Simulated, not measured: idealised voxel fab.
This section sets out a process module, namely voxel self aligned vias.
It is cross-section cut that appears here, measuring 285 nm in width, its square cells being 5 nm in size.
Cross-sections here: square-cell grids, written as top-down lists of bands, a band being one or more rows of cells. Band: top height; bottom height; in nm. Then, left to right: material with width in nm, for each material. "all across": a single material spanning edge to edge. "empty": empty space. The level at which height equals 0 is the one under which the wafer, as it arrives, is entirely one material. No lower edge exists for the bottom band, which continues downward and is notated as in "0 and below". The two numbers in a width such as "30 to 40" mark its ends across the band: the first belongs to the top row of cells, the second to the bottom row, and from each row to the next the width moves by the same amount. The cross-section has no changed cell in any step marked "nothing different". Reported under the label "Cavities, closed" are the empty spaces having no open way to the top and comprising 8 cells or more; the notation for each is width x height at distance, in which the distance is measured from the left edge and all three values are in nm. It should be noted that, on the line of a given step, the content following the step's settings is a remark produced by the simulator itself with respect to that step. overlay nm: on a step with a mask, how far right of its planned place the mask lay; negative means left.

### The following list gives the planned process steps
1 RECEIVE with material Si
2 CONFORMAL_DEP with material SiO2, thk nm 10
3 CONFORMAL_DEP with material SiCN, thk nm 5
4 DIRECTIONAL_DEP with material SiO2, thk nm 25
5 DIRECTIONAL_DEP with material aC, thk nm 10
6 PATTERN with tone open, mask id LINES, material resist, width nm 30, pitch nm 75, thk nm 30, overlay nm 0
7 DIRECTIONAL_ETCH with etch materials aC, depth nm 10
8 STRIP with etch materials resist
9 DIRECTIONAL_ETCH with etch materials SiO2, depth nm 25
10 STRIP with etch materials aC
11 CONFORMAL_DEP with material TiN, thk nm 5
12 FILL_DEP with material Ru, thk nm 10
13 CMP with height nm 40
14 SELECTIVE_ETCH with etch materials W Ru TiN, depth nm 10
15 FILL_DEP with material SiN, thk nm 10
16 CMP with height nm 40
17 DIRECTIONAL_DEP with material SiO2, thk nm 15
18 PATTERN with tone open, mask id VIAS, material resist, width nm 50, thk nm 15, overlay nm 0
19 DIRECTIONAL_ETCH with etch materials SiO2, depth nm 15
20 DIRECTIONAL_ETCH with etch materials SiN, depth nm 10
21 STRIP with etch materials resist
22 CONFORMAL_DEP with material TiN, thk nm 5
23 FILL_DEP with material Ru, thk nm 10
24 CMP with height nm 55
25 CONFORMAL_DEP with material SiCN, thk nm 5

### First wafer, two in total, run as planned

### as received, after step 1
	0 and below  Si all across
	Cavities, closed: none

### The wafer in cross-section once step 2 is complete
	10 down to 0  SiO2 all across
	Everything below 0 is unchanged.

### The wafer in cross-section once step 3 is complete
	15 down to 10  SiCN all across
	Everything below 10 is unchanged.

### The wafer in cross-section once step 4 is complete
	40 down to 15  SiO2 all across
	Everything below 15 is unchanged.

### The wafer in cross-section once step 5 is complete
	50 down to 40  aC all across
	Everything below 40 is unchanged.

### The wafer in cross-section once step 6 is complete
	80 down to 50  resist (90); empty (30); resist (45); empty (30); resist (90)
	Everything below 50 is unchanged.

### The wafer in cross-section once step 7 is complete
	70 down to 50  resist (90); empty (30); resist (45); empty (30); resist (90)
	50 down to 40  aC (90); empty (30); aC (45); empty (30); aC (90)
	Everything below 40 is unchanged.

### The wafer in cross-section once step 8 is complete
	50 down to 40  aC (90); empty (30); aC (45); empty (30); aC (90)
	Everything below 40 is unchanged.

### The wafer in cross-section once step 9 is complete
	50 down to 40  aC (90); empty (30); aC (45); empty (30); aC (90)
	40 down to 15  SiO2 (90); empty (30); SiO2 (45); empty (30); SiO2 (90)
	Everything below 15 is unchanged.

### The wafer in cross-section once step 10 is complete
	40 down to 15  SiO2 (90); empty (30); SiO2 (45); empty (30); SiO2 (90)
	Everything below 15 is unchanged.

### The wafer in cross-section once step 11 is complete
	45 down to 40  TiN (95); empty (20); TiN (55); empty (20); TiN (95)
	40 down to 20  SiO2 (90); TiN (5); empty (20); TiN (5); SiO2 (45); TiN (5); empty (20); TiN (5); SiO2 (90)
	20 down to 15  SiO2 (90); TiN (30); SiO2 (45); TiN (30); SiO2 (90)
	Everything below 15 is unchanged.

### The wafer in cross-section once step 12 is complete
	55 down to 45  Ru all across
	45 down to 40  TiN (95); Ru (20); TiN (55); Ru (20); TiN (95)
	40 down to 20  SiO2 (90); TiN (5); Ru (20); TiN (5); SiO2 (45); TiN (5); Ru (20); TiN (5); SiO2 (90)
	Everything below 20 is unchanged.

### The wafer in cross-section once step 13 is complete
	40 down to 20  SiO2 (90); TiN (5); Ru (20); TiN (5); SiO2 (45); TiN (5); Ru (20); TiN (5); SiO2 (90)
	Everything below 20 is unchanged.

### The wafer in cross-section once step 14 is complete
	40 down to 30  SiO2 (90); empty (30); SiO2 (45); empty (30); SiO2 (90)
	Everything below 30 is unchanged.

### The wafer in cross-section once step 15 is complete
	50 down to 40  SiN all across
	40 down to 30  SiO2 (90); SiN (30); SiO2 (45); SiN (30); SiO2 (90)
	Everything below 30 is unchanged.

### The wafer in cross-section once step 16 is complete
	40 down to 30  SiO2 (90); SiN (30); SiO2 (45); SiN (30); SiO2 (90)
	Everything below 30 is unchanged.

### The wafer in cross-section once step 17 is complete
	55 down to 40  SiO2 all across
	Everything below 40 is unchanged.

### The wafer in cross-section once step 18 is complete
	70 down to 55  resist (80); empty (50); resist (155)
	Everything below 55 is unchanged.

### The wafer in cross-section once step 19 is complete
	70 down to 55  resist (80); empty (50); resist (155)
	55 down to 40  SiO2 (80); empty (50); SiO2 (155)
	Everything below 40 is unchanged.

### The wafer in cross-section once step 20 is complete
	70 down to 55  resist (80); empty (50); resist (155)
	55 down to 40  SiO2 (80); empty (50); SiO2 (155)
	40 down to 30  SiO2 (90); empty (30); SiO2 (45); SiN (30); SiO2 (90)
	Everything below 30 is unchanged.

### The wafer in cross-section once step 21 is complete
	55 down to 40  SiO2 (80); empty (50); SiO2 (155)
	Everything below 40 is unchanged.

### The wafer in cross-section once step 22 is complete
	60 down to 55  TiN (85); empty (40); TiN (160)
	55 down to 45  SiO2 (80); TiN (5); empty (40); TiN (5); SiO2 (155)
	45 down to 40  SiO2 (80); TiN (15); empty (20); TiN (15); SiO2 (155)
	40 down to 35  SiO2 (90); TiN (5); empty (20); TiN (5); SiO2 (45); SiN (30); SiO2 (90)
	35 down to 30  SiO2 (90); TiN (30); SiO2 (45); SiN (30); SiO2 (90)
	Everything below 30 is unchanged.

### The wafer in cross-section once step 23 is complete
	70 down to 60  Ru all across
	60 down to 55  TiN (85); Ru (40); TiN (160)
	55 down to 45  SiO2 (80); TiN (5); Ru (40); TiN (5); SiO2 (155)
	45 down to 40  SiO2 (80); TiN (15); Ru (20); TiN (15); SiO2 (155)
	40 down to 35  SiO2 (90); TiN (5); Ru (20); TiN (5); SiO2 (45); SiN (30); SiO2 (90)
	Everything below 35 is unchanged.

### The wafer in cross-section once step 24 is complete
	55 down to 45  SiO2 (80); TiN (5); Ru (40); TiN (5); SiO2 (155)
	Everything below 45 is unchanged.

### The wafer in cross-section once step 25 is complete
	60 down to 55  SiCN all across
	Everything below 55 is unchanged.

### The Second Wafer: Common Origin and Plan, One Mistake in Execution, Identical to the First Through Step 18

### Cross-section of the second wafer at the time by which step 19 should have been completed according to the plan
	70 down to 55  resist (80); empty (50); resist (155)
	55 down to 40  SiO2 (80); empty (50); SiO2 (155)
	40 down to 30  SiO2 (80); empty (10); SiN (30); empty (10); SiO2 (35); SiN (30); SiO2 (90)
	30 down to 25  SiO2 (80); empty (10); TiN (5); Ru (20); TiN (5); empty (10); SiO2 (35); TiN (5); Ru (20); TiN (5); SiO2 (90)
	Everything below 25 is unchanged.

### Cross-section of the second wafer at the time by which step 20 should have been completed according to the plan
	70 down to 55  resist (80); empty (50); resist (155)
	55 down to 40  SiO2 (80); empty (50); SiO2 (155)
	40 down to 30  SiO2 (80); empty (50); SiO2 (35); SiN (30); SiO2 (90)
	Everything below 30 is unchanged.

### Cross-section of the second wafer at the time by which step 21 should have been completed according to the plan
	55 down to 40  SiO2 (80); empty (50); SiO2 (155)
	Everything below 40 is unchanged.

### Cross-section of the second wafer at the time by which step 22 should have been completed according to the plan
	60 down to 55  TiN (85); empty (40); TiN (160)
	55 down to 40  SiO2 (80); TiN (5); empty (40); TiN (5); SiO2 (155)
	40 down to 35  SiO2 (80); TiN (5); empty (40); TiN (5); SiO2 (35); SiN (30); SiO2 (90)
	35 down to 30  SiO2 (80); TiN (50); SiO2 (35); SiN (30); SiO2 (90)
	30 down to 20  SiO2 (80 to 90); TiN (15 to 5); Ru (20); TiN (15 to 5); SiO2 (35 to 45); TiN (5); Ru (20); TiN (5); SiO2 (90)
	Everything below 20 is unchanged.

### Cross-section of the second wafer at the time by which step 23 should have been completed according to the plan
	70 down to 60  Ru all across
	60 down to 55  TiN (85); Ru (40); TiN (160)
	55 down to 40  SiO2 (80); TiN (5); Ru (40); TiN (5); SiO2 (155)
	40 down to 35  SiO2 (80); TiN (5); Ru (40); TiN (5); SiO2 (35); SiN (30); SiO2 (90)
	Everything below 35 is unchanged.

### Cross-section of the second wafer at the time by which step 24 should have been completed according to the plan
	55 down to 40  SiO2 (80); TiN (5); Ru (40); TiN (5); SiO2 (155)
	Everything below 40 is unchanged.

### Cross-section of the second wafer at the time by which step 25 should have been completed according to the plan
	60 down to 55  SiCN all across
	Everything below 55 is unchanged.
Deviation from plan: twice over, step 19 of the plan was run
Final tally in cells, some materials are higher or lower on the second wafer than on the first: Ru +8 | SiO2 -12 | TiN +4
